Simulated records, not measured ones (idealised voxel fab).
Process module, titled voxel gate over fins
FYI the section here is cut, 230 nm wide, cells are 5 nm squares.
Just so we're on the same page, the cross-sections are grids of square cells, and they're listed out in bands top to bottom, each band one or more rows deep. Per band: top height and bottom height in nm, followed by the left-to-right materials and their widths in nm; "edge to edge" marks a single material spanning edge to edge, "air" marks empty space. We count height from 0. Below that, the starting wafer is all one material. The lowest band never ends at the bottom but goes on down; see "0 and below" for how that is written. A width given as "30..40" starts at the first number in the band's top row and ends at the second number in its bottom row, shifting by an equal amount at every step from row to row. "no change occurred" means the step left every cell of the cross-section as it was. "Sealed cavities" means: voids of 8 cells or more that are shut off from the top with no open way through. Written width x height at distance, distance from the left edge, in nm. Where a step's line continues beyond its settings, the continuation is a remark by the simulator itself on that step. You can add "overlay nm" to a step's line. For a step with a mask, it describes how far the mask lay to the right of its planned position, and a negative number describes a lay to the left.

Set out below are the planned steps of the process
- 1: RECEIVE with material Si
- 2: CONFORMAL_DEP with material SiN, thk nm 10
- 3: PATTERN with tone cover, mask id FINS, material resist, width nm 15, pitch nm 35, thk nm 15, overlay nm 0
- 4: DIRECTIONAL_ETCH with etch materials SiN, depth nm 10
- 5: DIRECTIONAL_ETCH with etch materials Si, depth nm 30
- 6: STRIP with etch materials resist
- 7: OXIDIZE with depth nm 5
- 8: FILL_DEP with material SiO2, thk nm 15
- 9: CMP with height nm 10
- 10: SELECTIVE_ETCH with etch materials SiO2, depth nm 20
- 11: STRIP with etch materials SiN
- 12: CONFORMAL_DEP with material HfO2, thk nm 5
- 13: CONFORMAL_DEP with material TiN, thk nm 5
- 14: CONFORMAL_DEP with material TiAl, thk nm 5
- 15: CONFORMAL_DEP with material TiN, thk nm 5
- 16: FILL_DEP with material W, thk nm 10
- 17: CMP with height nm 25
- 18: CONFORMAL_DEP with material SiCN, thk nm 10

As received (post step 1): cross-section
- 0 and below: Si edge to edge
- Sealed cavities: none

Cross-section at module end, one run error; start and plan unchanged from above
- 35 down to 25: SiCN edge to edge
- 25 down to 20: W edge to edge
- 20 down to 15: TiN edge to edge
- 15 down to 10: TiAl edge to edge
- 10 down to 5: 75 nm TiN / 5 nm TiAl / 30 nm TiN / 5 nm TiAl / 30 nm TiN / 5 nm TiAl / 80 nm TiN
- 5 down to 0: 70 nm HfO2 / 5 nm TiN / 5 nm TiAl / 5 nm TiN / 20 nm HfO2 / 5 nm TiN / 5 nm TiAl / 5 nm TiN / 20 nm HfO2 / 5 nm TiN / 5 nm TiAl / 5 nm TiN / 75 nm HfO2
- 0 down to -5: 65 nm Si / 5 nm HfO2 / 15 nm TiN / 5 nm HfO2 / 10 nm Si / 5 nm HfO2 / 15 nm TiN / 5 nm HfO2 / 10 nm Si / 5 nm HfO2 / 15 nm TiN / 5 nm HfO2 / 70 nm Si
- -5 down to -10: 65 nm Si / 25 nm HfO2 / 10 nm Si / 25 nm HfO2 / 10 nm Si / 25 nm HfO2 / 70 nm Si
- -10 down to -35: 65 nm Si / 25 nm SiO2 / 10 nm Si / 25 nm SiO2 / 10 nm Si / 25 nm SiO2 / 70 nm Si
- -35 and below: Si edge to edge
- Sealed cavities: none
Against the plan, the run slipped here: step 3 ran with different settings than intended, the actual operation and settings being PATTERN with tone open, mask id FINS, material resist, width nm 15, pitch nm 35, thk nm 15, overlay nm 0
